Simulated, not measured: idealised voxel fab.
The process module that follows is named voxel transistor to metal.
In the cross-section labelled cut, the width is 295 nm and each square cell is 5 nm.
Cross-section layout: square cells on a grid; listed as bands, top to bottom; a band spans one or more cell rows. What a band's entry tells you: where the top is and where the bottom is, as heights in nm, and after that what lies inside, material by material from left to right, each with its width in nm. Empty space is written as the word "air", and a single material marked with the word "everywhere" occupies the band from edge to edge. The level at which height equals 0 is the one under which the wafer, as it arrives, is entirely one material. No lower edge exists for the bottom band, which continues downward and is notated as in "z 0 and below". Top row gets the first number, bottom row gets the second, and each row in between changes by the same step: that is how a band width like "30..40" works. For the purposes of this document, the phrase "identical to before" attached to a step denotes that no cell within the cross-section was modified by that step. "Closed void listing" means: voids of 8 cells or more that are shut off from the top with no open way through. Written width x height at distance, distance from the left edge, in nm. Past the settings on a step's line: simulator remark, on that step. "overlay nm" denotes, for a step that has a mask, the displacement of the mask to the right of its planned place, with negative values corresponding to the left.
-- The steps planned for the process are as follows
step 1: RECEIVE (material Si)
step 2: OXIDIZE (depth nm 5)
step 3: CONFORMAL_DEP (material SiN; thk nm 10)
step 4: DIRECTIONAL_DEP (material aC; thk nm 15)
step 5: PATTERN (tone cover; mask id ACTIVE; material resist; width nm 110; pitch nm 140; thk nm 30; overlay nm 0)
step 6: DIRECTIONAL_ETCH (etch materials aC; depth nm 15)
step 7: STRIP (etch materials resist)
step 8: DIRECTIONAL_ETCH (etch materials SiN; depth nm 10)
step 9: DIRECTIONAL_ETCH (etch materials SiO2; depth nm 5)
step 10: DIRECTIONAL_ETCH (etch materials Si; depth nm 30)
step 11: STRIP (etch materials aC)
step 12: FILL_DEP (material SiO2; thk nm 5)
step 13: CMP (height nm 10)
step 14: SELECTIVE_ETCH (etch materials SiO2; depth nm 5)
step 15: STRIP (etch materials SiN)
step 16: SELECTIVE_ETCH (etch materials SiO2; depth nm 5)
step 17: OXIDIZE (depth nm 5)
step 18: DIRECTIONAL_DEP (material polySi; thk nm 30)
step 19: DIRECTIONAL_DEP (material SiCN; thk nm 10)
step 20: PATTERN (tone cover; mask id GATE; material resist; width nm 20; pitch nm 140; thk nm 20; overlay nm 0)
step 21: DIRECTIONAL_ETCH (etch materials SiCN; depth nm 20)
step 22: DIRECTIONAL_ETCH (etch materials polySi; depth nm 40)
step 23: STRIP (etch materials resist)
step 24: CONFORMAL_DEP (material SiO2; thk nm 5)
step 25: DIRECTIONAL_ETCH (etch materials SiO2; depth nm 5)
step 26: CONFORMAL_DEP (material SiN; thk nm 5)
step 27: DIRECTIONAL_ETCH (etch materials SiN; depth nm 5)
step 28: DIRECTIONAL_ETCH (etch materials SiO2; depth nm 5)
step 29: DIRECTIONAL_ETCH (etch materials Si; depth nm 10)
step 30: EPI (material SiGe; thk nm 15)
step 31: FILL_DEP (material SiO2; thk nm 5)
step 32: CMP (height nm 35)
step 33: DIRECTIONAL_DEP (material SiO2; thk nm 10)
step 34: PATTERN (tone open; mask id CONTACT; material resist; width nm 35; thk nm 15; overlay nm 0)
step 35: DIRECTIONAL_ETCH (etch materials SiO2; depth nm 40)
step 36: STRIP (etch materials resist)
step 37: CONFORMAL_DEP (material TiN; thk nm 5)
step 38: FILL_DEP (material Ru; thk nm 5)
step 39: CMP (height nm 45)
step 40: DIRECTIONAL_DEP (material TiN; thk nm 5)
step 41: DIRECTIONAL_DEP (material W; thk nm 20)
step 42: DIRECTIONAL_DEP (material aC; thk nm 10)
step 43: PATTERN (tone cover; mask id METAL_1; material resist; width nm 20; thk nm 25; overlay nm 0)
step 44: DIRECTIONAL_ETCH (etch materials aC; depth nm 10)
step 45: STRIP (etch materials resist)
step 46: DIRECTIONAL_ETCH (etch materials W; depth nm 20)
step 47: DIRECTIONAL_ETCH (etch materials TiN; depth nm 5)
step 48: STRIP (etch materials aC)
step 49: CONFORMAL_DEP (material SiN; thk nm 5)
step 50: FILL_DEP (material SiO2; thk nm 10)
step 51: CMP (height nm 70)
step 52: CONFORMAL_DEP (material SiCN; thk nm 5)
-- Cross-section of the wafer at receipt, which is the condition after step 1
	z 0 and below = Si everywhere
	Closed void listing: none
-- Look at the cross-section after the module: the wafer started out the way shown above and the plan was the one shown above, yet one mistake was made along the way
	z 75 to 70 = SiCN everywhere
	z 70 to 50 = SiO2 20, SiN 5, W 20, SiN 5, SiO2 50, SiN 5, W 20, SiN 5, SiO2 30, SiN 5, W 20, SiN 5, SiO2 50, SiN 5, W 20, SiN 5, SiO2 25
	z 50 to 45 = SiN 25, TiN 20, SiN 60, TiN 20, SiN 40, TiN 20, SiN 60, TiN 20, SiN 30
	z 45 to 35 = SiO2 25, TiN 5, Ru 25..20, TiN 5..10, SiO2 30, TiN 5..10, Ru 25..20, TiN 5, SiO2 40, TiN 5, Ru 25..20, TiN 5..10, SiO2 30, TiN 5..10, Ru 25..20, TiN 5, SiO2 30
	z 35 to 30 = SiO2 25, TiN 5, Ru 20, TiN 5, SiN 5, SiO2 5, SiCN 20, SiO2 5, SiN 5, TiN 5, Ru 20, TiN 5, SiO2 40, TiN 5, Ru 20, TiN 5, SiN 5, SiO2 5, SiCN 20, SiO2 5, SiN 5, TiN 5, Ru 20, TiN 5, SiO2 30
	z 30 to 15 = SiO2 25, TiN 5, Ru 20, TiN 5, SiN 5, SiO2 5, polySi 20, SiO2 5, SiN 5, TiN 5, Ru 20, TiN 5, SiO2 40, TiN 5, Ru 20, TiN 5, SiN 5, SiO2 5, polySi 20, SiO2 5, SiN 5, TiN 5, Ru 20, TiN 5, SiO2 30
	z 15 to 10 = SiO2 25, TiN 5, Ru 5, TiN 20, SiN 5, SiO2 5, polySi 20, SiO2 5, SiN 5, TiN 20, Ru 5, TiN 5, SiO2 40, TiN 5, Ru 5, TiN 20, SiN 5, SiO2 5, polySi 20, SiO2 5, SiN 5, TiN 20, Ru 5, TiN 5, SiO2 30
	z 10 to 5 = SiO2 25, TiN 15, SiGe 15, SiN 5, SiO2 5, polySi 20, SiO2 5, SiN 5, SiGe 15, TiN 15, SiO2 40, TiN 15, SiGe 15, SiN 5, SiO2 5, polySi 20, SiO2 5, SiN 5, SiGe 15, TiN 15, SiO2 30
	z 5 to 0 = SiO2 40, SiGe 15, SiN 5, SiO2 5, polySi 20, SiO2 5, SiN 5, SiGe 15, SiO2 70, SiGe 15, SiN 5, SiO2 5, polySi 20, SiO2 5, SiN 5, SiGe 15, SiO2 45
	z 0 to -5 = SiO2 15, SiGe 40, SiO2 40, SiGe 40, SiO2 20, SiGe 40, SiO2 40, SiGe 40, SiO2 20
	z -5 to -15 = SiO2 20, SiGe 35, Si 40, SiGe 35, SiO2 30, SiGe 35, Si 40, SiGe 35, SiO2 25
	z -15 to -35 = SiO2 20, Si 110, SiO2 30, Si 110, SiO2 25
	z -35 and below = Si everywhere
	Closed void listing: none
Diagnosis: plan steps 15 and 16 run swapped
